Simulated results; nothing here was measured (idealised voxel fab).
Module name: voxel wiring stack (process module)
The cross-section on display is named cut; it measures 195 nm wide, and its cells are 5 nm squares.
Cross-section layout: square cells on a grid; listed as bands, top to bottom; a band spans one or more cell rows.
Each band's line starts with the height of the band's top and of its bottom, in nm. Then come its materials from left to right, each with its width in nm. One material with "edge to edge" fills the band from edge to edge. "blank" is empty space.
Counting heights begins at 0, where everything beneath is, in the wafer as received, one material. The lowest band has no bottom; it goes on downwards, as "z 0 and below" shows.
So if you see something like "30..40" for the width, read it as the top row of the band sitting at the first number and the bottom row at the second, with every row in between moving by the same amount as the last.
Reading "changes: none" for a step: not a cell of the cross-section changed in it.
"Closed void table": sealed empty spaces, 8 cells or more, no open way to top, listed width x height at distance, with distance from the left edge and width, height and distance in nm.
What comes after the settings on a step's line is commentary from the simulator itself on that step.
overlay nm: right-of-plan distance of the mask on a masked step; negative values mean left-of-plan.
## This section lists the process steps that were planned
1. RECEIVE: material Si
2. CONFORMAL_DEP: material SiO2, thk nm 15
3. DIRECTIONAL_DEP: material TiN, thk nm 5
4. DIRECTIONAL_DEP: material W, thk nm 15
5. MASKED_ETCH: tone cover, mask id METAL_1, width nm 30, pitch nm 50, etch materials W, depth nm 15, overlay nm 0
6. MASKED_ETCH: tone cover, mask id METAL_1, width nm 30, pitch nm 50, etch materials TiN, depth nm 5, overlay nm 0
7. CONFORMAL_DEP: material SiN, thk nm 5
8. FILL_DEP: material SiO2, thk nm 5
9. CMP: height nm 35
10. CONFORMAL_DEP: material SiCN, thk nm 5
11. DIRECTIONAL_DEP: material SiO2, thk nm 10
12. MASKED_ETCH: tone open, mask id PLUG_1, width nm 15, pitch nm 50, etch materials SiO2, depth nm 10, overlay nm 0
13. MASKED_ETCH: tone open, mask id PLUG_1, width nm 15, pitch nm 50, etch materials SiCN, depth nm 5, overlay nm 0
14. EPI: material Ru, thk nm 10
15. EPI: material Ru, thk nm 5
16. CONFORMAL_DEP: material SiN, thk nm 5
17. DIRECTIONAL_DEP: material lowk, thk nm 20
18. DIRECTIONAL_DEP: material aC, thk nm 15
19. PATTERN: tone open, mask id METAL_2, material resist, width nm 30, pitch nm 50, thk nm 35, overlay nm 0
20. DIRECTIONAL_ETCH: etch materials aC, depth nm 15
21. STRIP: etch materials resist
22. DIRECTIONAL_ETCH: etch materials lowk, depth nm 20
23. DIRECTIONAL_ETCH: etch materials SiN, depth nm 5
24. STRIP: etch materials aC
25. CONFORMAL_DEP: material TiN, thk nm 5
26. FILL_DEP: material Cu, thk nm 10
27. CMP: height nm 75
28. EPI: material Ru, thk nm 5
29. FILL_DEP: material SiCN, thk nm 5
## First of two wafers, with the run carried out as planned
## As received (post step 1): cross-section
> z 0 and below  Si edge to edge
> Closed void table: none
## After step 2, in cross-section
> z 15 to 0  SiO2 edge to edge
> Below 0, the layers are the same as they were.
## After step 3, in cross-section
> z 20 to 15  TiN edge to edge
> Below 15, the layers are the same as they were.
## After step 4, in cross-section
> z 35 to 20  W edge to edge
> Below 20, the layers are the same as they were.
## After step 5, in cross-section
> z 35 to 20  30 of blank; 30 of W; 20 of blank; 30 of W; 20 of blank; 30 of W; 35 of blank
> Below 20, the layers are the same as they were.
## After step 6, in cross-section
> z 35 to 20  30 of blank; 30 of W; 20 of blank; 30 of W; 20 of blank; 30 of W; 35 of blank
> z 20 to 15  30 of blank; 30 of TiN; 20 of blank; 30 of TiN; 20 of blank; 30 of TiN; 35 of blank
> Below 15, the layers are the same as they were.
## After step 7, in cross-section
> z 40 to 35  25 of blank; 40 of SiN; 10 of blank; 40 of SiN; 10 of blank; 40 of SiN; 30 of blank
> z 35 to 20  25 of blank; 5 of SiN; 30 of W; 5 of SiN; 10 of blank; 5 of SiN; 30 of W; 5 of SiN; 10 of blank; 5 of SiN; 30 of W; 5 of SiN; 30 of blank
> z 20 to 15  30 of SiN; 30 of TiN; 20 of SiN; 30 of TiN; 20 of SiN; 30 of TiN; 35 of SiN
> Below 15, the layers are the same as they were.
## After step 8, in cross-section
> z 45 to 40  SiO2 edge to edge
> z 40 to 35  25 of SiO2; 40 of SiN; 10 of SiO2; 40 of SiN; 10 of SiO2; 40 of SiN; 30 of SiO2
> z 35 to 20  25 of SiO2; 5 of SiN; 30 of W; 5 of SiN; 10 of SiO2; 5 of SiN; 30 of W; 5 of SiN; 10 of SiO2; 5 of SiN; 30 of W; 5 of SiN; 30 of SiO2
> Below 20, the layers are the same as they were.
## After step 9, in cross-section
> z 35 to 20  25 of SiO2; 5 of SiN; 30 of W; 5 of SiN; 10 of SiO2; 5 of SiN; 30 of W; 5 of SiN; 10 of SiO2; 5 of SiN; 30 of W; 5 of SiN; 30 of SiO2
> Below 20, the layers are the same as they were.
## After step 10, in cross-section
> z 40 to 35  SiCN edge to edge
> Below 35, the layers are the same as they were.
## After step 11, in cross-section
> z 50 to 40  SiO2 edge to edge
> Below 40, the layers are the same as they were.
## After step 12, in cross-section
> z 50 to 40  30 of SiO2; 15 of blank; 35 of SiO2; 15 of blank; 35 of SiO2; 15 of blank; 50 of SiO2
> Below 40, the layers are the same as they were.
## After step 13, in cross-section
> z 50 to 40  30 of SiO2; 15 of blank; 35 of SiO2; 15 of blank; 35 of SiO2; 15 of blank; 50 of SiO2
> z 40 to 35  30 of SiCN; 15 of blank; 35 of SiCN; 15 of blank; 35 of SiCN; 15 of blank; 50 of SiCN
> Below 35, the layers are the same as they were.
## After step 14, in cross-section
> z 50 to 45  30 of SiO2; 15 of blank; 35 of SiO2; 15 of blank; 35 of SiO2; 15 of blank; 50 of SiO2
> z 45 to 40  30 of SiO2; 15 of Ru; 35 of SiO2; 15 of Ru; 35 of SiO2; 15 of Ru; 50 of SiO2
> z 40 to 35  30 of SiCN; 15 of Ru; 35 of SiCN; 15 of Ru; 35 of SiCN; 15 of Ru; 50 of SiCN
> Below 35, the layers are the same as they were.
## After step 15, in cross-section
> z 50 to 40  30 of SiO2; 15 of Ru; 35 of SiO2; 15 of Ru; 35 of SiO2; 15 of Ru; 50 of SiO2
> Below 40, the layers are the same as they were.
## After step 16, in cross-section
> z 55 to 50  SiN edge to edge
> Below 50, the layers are the same as they were.
## After step 17, in cross-section
> z 75 to 55  lowk edge to edge
> Below 55, the layers are the same as they were.
## After step 18, in cross-section
> z 90 to 75  aC edge to edge
> Below 75, the layers are the same as they were.
## After step 19, in cross-section
> z 125 to 90  30 of resist; 30 of blank; 20 of resist; 30 of blank; 20 of resist; 30 of blank; 35 of resist
> Below 90, the layers are the same as they were.
## After step 20, in cross-section
> z 110 to 90  30 of resist; 30 of blank; 20 of resist; 30 of blank; 20 of resist; 30 of blank; 35 of resist
> z 90 to 75  30 of aC; 30 of blank; 20 of aC; 30 of blank; 20 of aC; 30 of blank; 35 of aC
> Below 75, the layers are the same as they were.
## After step 21, in cross-section
> z 90 to 75  30 of aC; 30 of blank; 20 of aC; 30 of blank; 20 of aC; 30 of blank; 35 of aC
> Below 75, the layers are the same as they were.
## After step 22, in cross-section
> z 90 to 75  30 of aC; 30 of blank; 20 of aC; 30 of blank; 20 of aC; 30 of blank; 35 of aC
> z 75 to 55  30 of lowk; 30 of blank; 20 of lowk; 30 of blank; 20 of lowk; 30 of blank; 35 of lowk
> Below 55, the layers are the same as they were.
## After step 23, in cross-section
> z 90 to 75  30 of aC; 30 of blank; 20 of aC; 30 of blank; 20 of aC; 30 of blank; 35 of aC
> z 75 to 55  30 of lowk; 30 of blank; 20 of lowk; 30 of blank; 20 of lowk; 30 of blank; 35 of lowk
> z 55 to 50  30 of SiN; 30 of blank; 20 of SiN; 30 of blank; 20 of SiN; 30 of blank; 35 of SiN
> Below 50, the layers are the same as they were.
## After step 24, in cross-section
> z 75 to 55  30 of lowk; 30 of blank; 20 of lowk; 30 of blank; 20 of lowk; 30 of blank; 35 of lowk
> Below 55, the layers are the same as they were.
## After step 25, in cross-section
> z 80 to 75  35 of TiN; 20 of blank; 30 of TiN; 20 of blank; 30 of TiN; 20 of blank; 40 of TiN
> z 75 to 55  30 of lowk; 5 of TiN; 20 of blank; 5 of TiN; 20 of lowk; 5 of TiN; 20 of blank; 5 of TiN; 20 of lowk; 5 of TiN; 20 of blank; 5 of TiN; 35 of lowk
> z 55 to 50  30 of SiN; 30 of TiN; 20 of SiN; 30 of TiN; 20 of SiN; 30 of TiN; 35 of SiN
> Below 50, the layers are the same as they were.
## After step 26, in cross-section
> z 90 to 80  Cu edge to edge
> z 80 to 75  35 of TiN; 20 of Cu; 30 of TiN; 20 of Cu; 30 of TiN; 20 of Cu; 40 of TiN
> z 75 to 55  30 of lowk; 5 of TiN; 20 of Cu; 5 of TiN; 20 of lowk; 5 of TiN; 20 of Cu; 5 of TiN; 20 of lowk; 5 of TiN; 20 of Cu; 5 of TiN; 35 of lowk
> Below 55, the layers are the same as they were.
## After step 27, in cross-section
> z 75 to 55  30 of lowk; 5 of TiN; 20 of Cu; 5 of TiN; 20 of lowk; 5 of TiN; 20 of Cu; 5 of TiN; 20 of lowk; 5 of TiN; 20 of Cu; 5 of TiN; 35 of lowk
> Below 55, the layers are the same as they were.
## After step 28, in cross-section
> z 80 to 75  25 of blank; 40 of Ru; 10 of blank; 40 of Ru; 10 of blank; 40 of Ru; 30 of blank
> Below 75, the layers are the same as they were.
## After step 29, in cross-section
> z 85 to 80  SiCN edge to edge
> z 80 to 75  25 of SiCN; 40 of Ru; 10 of SiCN; 40 of Ru; 10 of SiCN; 40 of Ru; 30 of SiCN
> Below 75, the layers are the same as they were.
## Notes, second wafer: start = first wafer's, plan = first wafer's, execution had one mistake; history identical to first through step 3
## Cross-sectional representation of the second wafer at the time designated in the plan for the completion of step 4
> z 35 to 20  Ru edge to edge
> Below 20, the layers are the same as they were.
Cross-sectional representation of the second wafer at the time designated in the plan for the completion of step 5: changes: none
Cross-sectional representation of the second wafer at the time designated in the plan for the completion of step 6: changes: none
## Cross-sectional representation of the second wafer at the time designated in the plan for the completion of step 7
> z 40 to 35  SiN edge to edge
> Below 35, the layers are the same as they were.
## Cross-sectional representation of the second wafer at the time designated in the plan for the completion of step 8
> z 45 to 40  SiO2 edge to edge
> Below 40, the layers are the same as they were.
## Cross-sectional representation of the second wafer at the time designated in the plan for the completion of step 9
> z 35 to 20  Ru edge to edge
> Below 20, the layers are the same as they were.
## Cross-sectional representation of the second wafer at the time designated in the plan for the completion of step 10
> z 40 to 35  SiCN edge to edge
> Below 35, the layers are the same as they were.
## Cross-sectional representation of the second wafer at the time designated in the plan for the completion of step 11
> z 50 to 40  SiO2 edge to edge
> Below 40, the layers are the same as they were.
## Cross-sectional representation of the second wafer at the time designated in the plan for the completion of step 12
> z 50 to 40  30 of SiO2; 15 of blank; 35 of SiO2; 15 of blank; 35 of SiO2; 15 of blank; 50 of SiO2
> Below 40, the layers are the same as they were.
## Cross-sectional representation of the second wafer at the time designated in the plan for the completion of step 13
> z 50 to 40  30 of SiO2; 15 of blank; 35 of SiO2; 15 of blank; 35 of SiO2; 15 of blank; 50 of SiO2
> z 40 to 35  30 of SiCN; 15 of blank; 35 of SiCN; 15 of blank; 35 of SiCN; 15 of blank; 50 of SiCN
> Below 35, the layers are the same as they were.
## Cross-sectional representation of the second wafer at the time designated in the plan for the completion of step 14
> z 50 to 45  30 of SiO2; 15 of blank; 35 of SiO2; 15 of blank; 35 of SiO2; 15 of blank; 50 of SiO2
> z 45 to 40  30 of SiO2; 15 of Ru; 35 of SiO2; 15 of Ru; 35 of SiO2; 15 of Ru; 50 of SiO2
> z 40 to 35  30 of SiCN; 15 of Ru; 35 of SiCN; 15 of Ru; 35 of SiCN; 15 of Ru; 50 of SiCN
> Below 35, the layers are the same as they were.
## Cross-sectional representation of the second wafer at the time designated in the plan for the completion of step 15
> z 50 to 40  30 of SiO2; 15 of Ru; 35 of SiO2; 15 of Ru; 35 of SiO2; 15 of Ru; 50 of SiO2
> Below 40, the layers are the same as they were.
## Cross-sectional representation of the second wafer at the time designated in the plan for the completion of step 16
> z 55 to 50  SiN edge to edge
> Below 50, the layers are the same as they were.
## Cross-sectional representation of the second wafer at the time designated in the plan for the completion of step 17
> z 75 to 55  lowk edge to edge
> Below 55, the layers are the same as they were.
## Cross-sectional representation of the second wafer at the time designated in the plan for the completion of step 18
> z 90 to 75  aC edge to edge
> Below 75, the layers are the same as they were.
## Cross-sectional representation of the second wafer at the time designated in the plan for the completion of step 19
> z 125 to 90  30 of resist; 30 of blank; 20 of resist; 30 of blank; 20 of resist; 30 of blank; 35 of resist
> Below 90, the layers are the same as they were.
## Cross-sectional representation of the second wafer at the time designated in the plan for the completion of step 20
> z 110 to 90  30 of resist; 30 of blank; 20 of resist; 30 of blank; 20 of resist; 30 of blank; 35 of resist
> z 90 to 75  30 of aC; 30 of blank; 20 of aC; 30 of blank; 20 of aC; 30 of blank; 35 of aC
> Below 75, the layers are the same as they were.
## Cross-sectional representation of the second wafer at the time designated in the plan for the completion of step 21
> z 90 to 75  30 of aC; 30 of blank; 20 of aC; 30 of blank; 20 of aC; 30 of blank; 35 of aC
> Below 75, the layers are the same as they were.
## Cross-sectional representation of the second wafer at the time designated in the plan for the completion of step 22
> z 90 to 75  30 of aC; 30 of blank; 20 of aC; 30 of blank; 20 of aC; 30 of blank; 35 of aC
> z 75 to 55  30 of lowk; 30 of blank; 20 of lowk; 30 of blank; 20 of lowk; 30 of blank; 35 of lowk
> Below 55, the layers are the same as they were.
## Cross-sectional representation of the second wafer at the time designated in the plan for the completion of step 23
> z 90 to 75  30 of aC; 30 of blank; 20 of aC; 30 of blank; 20 of aC; 30 of blank; 35 of aC
> z 75 to 55  30 of lowk; 30 of blank; 20 of lowk; 30 of blank; 20 of lowk; 30 of blank; 35 of lowk
> z 55 to 50  30 of SiN; 30 of blank; 20 of SiN; 30 of blank; 20 of SiN; 30 of blank; 35 of SiN
> Below 50, the layers are the same as they were.
## Cross-sectional representation of the second wafer at the time designated in the plan for the completion of step 24
> z 75 to 55  30 of lowk; 30 of blank; 20 of lowk; 30 of blank; 20 of lowk; 30 of blank; 35 of lowk
> Below 55, the layers are the same as they were.
## Cross-sectional representation of the second wafer at the time designated in the plan for the completion of step 25
> z 80 to 75  35 of TiN; 20 of blank; 30 of TiN; 20 of blank; 30 of TiN; 20 of blank; 40 of TiN
> z 75 to 55  30 of lowk; 5 of TiN; 20 of blank; 5 of TiN; 20 of lowk; 5 of TiN; 20 of blank; 5 of TiN; 20 of lowk; 5 of TiN; 20 of blank; 5 of TiN; 35 of lowk
> z 55 to 50  30 of SiN; 30 of TiN; 20 of SiN; 30 of TiN; 20 of SiN; 30 of TiN; 35 of SiN
> Below 50, the layers are the same as they were.
## Cross-sectional representation of the second wafer at the time designated in the plan for the completion of step 26
> z 90 to 80  Cu edge to edge
> z 80 to 75  35 of TiN; 20 of Cu; 30 of TiN; 20 of Cu; 30 of TiN; 20 of Cu; 40 of TiN
> z 75 to 55  30 of lowk; 5 of TiN; 20 of Cu; 5 of TiN; 20 of lowk; 5 of TiN; 20 of Cu; 5 of TiN; 20 of lowk; 5 of TiN; 20 of Cu; 5 of TiN; 35 of lowk
> Below 55, the layers are the same as they were.
## Cross-sectional representation of the second wafer at the time designated in the plan for the completion of step 27
> z 75 to 55  30 of lowk; 5 of TiN; 20 of Cu; 5 of TiN; 20 of lowk; 5 of TiN; 20 of Cu; 5 of TiN; 20 of lowk; 5 of TiN; 20 of Cu; 5 of TiN; 35 of lowk
> Below 55, the layers are the same as they were.
## Cross-sectional representation of the second wafer at the time designated in the plan for the completion of step 28
> z 80 to 75  25 of blank; 40 of Ru; 10 of blank; 40 of Ru; 10 of blank; 40 of Ru; 30 of blank
> Below 75, the layers are the same as they were.
## Cross-sectional representation of the second wafer at the time designated in the plan for the completion of step 29
> z 85 to 80  SiCN edge to edge
> z 80 to 75  25 of SiCN; 40 of Ru; 10 of SiCN; 40 of Ru; 10 of SiCN; 40 of Ru; 30 of SiCN
> Below 75, the layers are the same as they were.
Deviation from plan: step 4 went in with a setting other than planned; the actual run was DIRECTIONAL_DEP: material Ru, thk nm 15
The second wafer ends with more or fewer cells of some materials than the first, per final count: Ru: 117 more | SiN: 39 fewer | SiO2: 45 fewer | TiN: 21 more | W: 54 fewer
